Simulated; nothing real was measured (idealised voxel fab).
process module | voxel tone inversion
cross-section cut | 280 nm wide | cells 5 nm
A cross-section is a grid of square cells, given in bands from the top down. A band is one or more rows of cells.
Each band's line starts with the height of the band's top and of its bottom, in nm. Then come its materials from left to right, each with its width in nm. One material with "throughout" fills the band from edge to edge. "air" is empty space.
Height 0 is the level under which the wafer as received is all one material. The lowest band goes on downwards, as in "0 down".
A width such as "30 to 40" changes by the same amount from each row of cells to the next, from the band's top row to its bottom row.
"no change" after a step means that no cell of the cross-section changed.
closed voids: empty space of 8 cells or more with no open way to the top, each as width x height at its distance from the left edge, in nm
after a step's settings: what the simulator itself notes on the step
overlay nm, on a step with a mask: how far to the right of its planned place the mask lay; to the left if negative
plan
1 op RECEIVE | material Si
2 op CONFORMAL_DEP | material SiCN | thk nm 5
3 op DIRECTIONAL_DEP | material aC | thk nm 15
4 op PATTERN | tone cover | mask id POSTS | material resist | width nm 20 | pitch nm 40 | thk nm 25 | overlay nm 0
5 op DIRECTIONAL_ETCH | etch materials aC | depth nm 15
6 op STRIP | etch materials resist
7 op FILL_DEP | material SiO2 | thk nm 5
8 op CMP | height nm 25
9 op STRIP | etch materials aC
10 op CONFORMAL_DEP | material TiN | thk nm 5
11 op FILL_DEP | material Ru | thk nm 10
12 op CMP | height nm 25
13 op CONFORMAL_DEP | material SiN | thk nm 5
varied across the wafers: thk nm of step 2. The plan shows the first wafer's value. All wafers start alike
first wafer as received, after step 1
  0 down: Si throughout
  closed voids: none
each wafer at the end: cells of each material gained (+) or lost (-) since it was received, then its closed voids
thk nm 5 | +56 SiCN | +56 SiN | +176 SiO2 | +48 aC | closed voids: none
thk nm 10 | +16 Ru | +112 SiCN | +56 SiN | +120 SiO2 | +32 TiN | closed voids: none
thk nm 15 | +8 Ru | +168 SiCN | +56 SiN | +80 SiO2 | +24 TiN | closed voids: none
thk nm 20 | +224 SiCN | +56 SiN | +40 SiO2 | +16 TiN | closed voids: none
thk nm 25 | +280 SiCN | +56 SiN | closed voids: none
